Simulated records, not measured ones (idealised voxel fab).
The process module presented herein is designated voxel wiring stack.
FYI the section here is cut, 280 nm wide, cells are 5 nm squares.
Reading order for cross-sections: top band down to bottom band. Underlying form: a grid of square cells. Band size: one or more rows of cells. Each band's line starts with the height of the band's top and of its bottom, in nm. Then come its materials from left to right, each with its width in nm. One material with "edge to edge" fills the band from edge to edge. "air" is empty space. Below 0: as-received wafer, all one material; heights counted from there. Lowest band: no bottom, goes on down, written "z 0 and below". The notation "30->40" denotes a width that varies across the rows of cells in the band, beginning at the first number in the top row, finishing at the second number in the bottom row, and changing by an identical amount from each row to the next. Step marked "no modification"? Then no cell in the cross-section changed in it. Each empty space that has no open way to the top and spans at least 8 cells appears under "Closed void roster" as width x height at distance, the distance counted from the left edge, all in nm. Past the settings on a step's line: simulator remark, on that step. overlay nm: on a step with a mask, how far right of its planned place the mask lay; negative means left.

-- The following list gives the planned process steps
| 1 | RECEIVE | material Si |
| 2 | CONFORMAL_DEP | material SiO2 | thk nm 15 |
| 3 | CONFORMAL_DEP | material SiN | thk nm 5 |
| 4 | DIRECTIONAL_DEP | material lowk | thk nm 15 |
| 5 | DIRECTIONAL_DEP | material aC | thk nm 15 |
| 6 | PATTERN | tone open | mask id METAL_1 | material resist | width nm 25 | pitch nm 55 | thk nm 35 | overlay nm 0 |
| 7 | DIRECTIONAL_ETCH | etch materials aC | depth nm 15 |
| 8 | STRIP | etch materials resist |
| 9 | DIRECTIONAL_ETCH | etch materials lowk | depth nm 15 |
| 10 | DIRECTIONAL_ETCH | etch materials SiN | depth nm 5 |
| 11 | STRIP | etch materials aC |
| 12 | CONFORMAL_DEP | material TiN | thk nm 5 |
| 13 | FILL_DEP | material Cu | thk nm 10 |
| 14 | CMP | height nm 35 |
| 15 | EPI | material Ru | thk nm 5 |
| 16 | FILL_DEP | material SiCN | thk nm 5 |
| 17 | DIRECTIONAL_DEP | material SiO2 | thk nm 25 |
| 18 | MASKED_ETCH | tone open | mask id METAL_2 | width nm 25 | pitch nm 55 | etch materials SiO2 | depth nm 15 | overlay nm 0 |
| 19 | PATTERN | tone open | mask id METAL_2_HOLES | material resist | width nm 15 | thk nm 20 | overlay nm 0 |
| 20 | DIRECTIONAL_ETCH | etch materials SiO2 | depth nm 10 |
| 21 | DIRECTIONAL_ETCH | etch materials SiCN | depth nm 5 |
| 22 | STRIP | etch materials resist |
| 23 | CONFORMAL_DEP | material TiN | thk nm 5 |
| 24 | FILL_DEP | material Cu | thk nm 5 |
| 25 | CMP | height nm 70 |
| 26 | CONFORMAL_DEP | material SiCN | thk nm 5 |
| 27 | DIRECTIONAL_DEP | material SiO2 | thk nm 30 |
| 28 | PATTERN | tone open | mask id METAL_3 | material resist | width nm 25 | pitch nm 55 | thk nm 15 | overlay nm 0 |
| 29 | DIRECTIONAL_ETCH | etch materials SiO2 | depth nm 5 |
| 30 | STRIP | etch materials resist |
| 31 | PATTERN | tone open | mask id METAL_3_HOLES | material resist | width nm 15 | pitch nm 55 | thk nm 15 | overlay nm 0 |
| 32 | DIRECTIONAL_ETCH | etch materials SiO2 | depth nm 15 |
| 33 | DIRECTIONAL_ETCH | etch materials SiCN | depth nm 5 |
| 34 | STRIP | etch materials resist |
| 35 | CONFORMAL_DEP | material TiN | thk nm 5 |
| 36 | FILL_DEP | material Ru | thk nm 10 |
| 37 | CMP | height nm 105 |
| 38 | CONFORMAL_DEP | material SiCN | thk nm 5 |
Where the wafers of this document differ is in the depth nm of step 29; they start out the same, and the plan states the value that applied to the first wafer.

-- Step 1 complete: as-received cross-section of the first of several wafers
	z 0 and below  Si edge to edge
	Closed void roster: none

-- Quick look at the cross-section of the first of several wafers after step 38, which wraps up the module
	z 110 to 105  SiCN edge to edge
	z 105 to 100  100 of SiO2, then 5 of TiN, then 5 of Ru, then 15 of TiN, then 30 of SiO2, then 5 of TiN, then 5 of Ru, then 15 of TiN, then 100 of SiO2
	z 100 to 90  100 of SiO2, then 5 of TiN, then 5 of Ru, then 5 of TiN, then 40 of SiO2, then 5 of TiN, then 5 of Ru, then 5 of TiN, then 110 of SiO2
	z 90 to 85  100 of SiO2, then 15 of TiN, then 40 of SiO2, then 15 of TiN, then 110 of SiO2
	z 85 to 75  SiO2 edge to edge
	z 75 to 70  SiCN edge to edge
	z 70 to 60  100 of SiO2, then 5 of TiN, then 15 of Cu, then 5 of TiN, then 30 of SiO2, then 5 of TiN, then 15 of Cu, then 5 of TiN, then 100 of SiO2
	z 60 to 55  100 of SiO2, then 5 of TiN, then 5 of Cu, then 15 of TiN, then 30 of SiO2, then 25 of TiN, then 100 of SiO2
	z 55 to 45  100 of SiO2, then 5 of TiN, then 5 of Cu, then 5 of TiN, then 165 of SiO2
	z 45 to 40  100 of SiCN, then 15 of TiN, then 165 of SiCN
	z 40 to 35  95 of SiCN, then 35 of Ru, then 20 of SiCN, then 35 of Ru, then 95 of SiCN
	z 35 to 20  100 of lowk, then 5 of TiN, then 15 of Cu, then 5 of TiN, then 30 of lowk, then 5 of TiN, then 15 of Cu, then 5 of TiN, then 100 of lowk
	z 20 to 15  100 of SiN, then 25 of TiN, then 30 of SiN, then 25 of TiN, then 100 of SiN
	z 15 to 0  SiO2 edge to edge
	z 0 and below  Si edge to edge
	Closed void roster: none

-- Final wafer of several, shown in cross-section at the end of the module
	z 110 to 105  SiCN edge to edge
	z 105 to 80  100 of SiO2, then 5 of TiN, then 15 of Ru, then 5 of TiN, then 30 of SiO2, then 5 of TiN, then 15 of Ru, then 5 of TiN, then 100 of SiO2
	z 80 to 75  100 of SiO2, then 5 of TiN, then 5 of Ru, then 15 of TiN, then 30 of SiO2, then 5 of TiN, then 5 of Ru, then 15 of TiN, then 100 of SiO2
	z 75 to 70  100 of SiCN, then 15 of TiN, then 40 of SiCN, then 15 of TiN, then 110 of SiCN
	z 70 to 60  100 of SiO2, then 5 of TiN, then 15 of Cu, then 5 of TiN, then 30 of SiO2, then 5 of TiN, then 15 of Cu, then 5 of TiN, then 100 of SiO2
	z 60 to 55  100 of SiO2, then 5 of TiN, then 5 of Cu, then 15 of TiN, then 30 of SiO2, then 25 of TiN, then 100 of SiO2
	z 55 to 45  100 of SiO2, then 5 of TiN, then 5 of Cu, then 5 of TiN, then 165 of SiO2
	z 45 to 40  100 of SiCN, then 15 of TiN, then 165 of SiCN
	z 40 to 35  95 of SiCN, then 35 of Ru, then 20 of SiCN, then 35 of Ru, then 95 of SiCN
	z 35 to 20  100 of lowk, then 5 of TiN, then 15 of Cu, then 5 of TiN, then 30 of lowk, then 5 of TiN, then 15 of Cu, then 5 of TiN, then 100 of lowk
	z 20 to 15  100 of SiN, then 25 of TiN, then 30 of SiN, then 25 of TiN, then 100 of SiN
	z 15 to 0  SiO2 edge to edge
	z 0 and below  Si edge to edge
	Closed void roster: none

-- The following table contains a row per wafer, in which are reported, at the conclusion of the module, the cells of each material gained (+) or lost (-) since the wafer's receipt, with its closed voids given thereafter
depth nm 5 | +33 Cu | +20 Ru | +207 SiCN | +46 SiN | +720 SiO2 | +68 TiN | +138 lowk | Closed void roster: none
depth nm 10 | +33 Cu | +26 Ru | +207 SiCN | +46 SiN | +710 SiO2 | +72 TiN | +138 lowk | Closed void roster: none
depth nm 15 | +33 Cu | +34 Ru | +201 SiCN | +46 SiN | +700 SiO2 | +80 TiN | +138 lowk | Closed void roster: none
depth nm 20 | +33 Cu | +38 Ru | +201 SiCN | +46 SiN | +696 SiO2 | +80 TiN | +138 lowk | Closed void roster: none
depth nm 25 | +33 Cu | +42 Ru | +201 SiCN | +46 SiN | +692 SiO2 | +80 TiN | +138 lowk | Closed void roster: none
depth nm 30 | +33 Cu | +46 Ru | +201 SiCN | +46 SiN | +688 SiO2 | +80 TiN | +138 lowk | Closed void roster: none
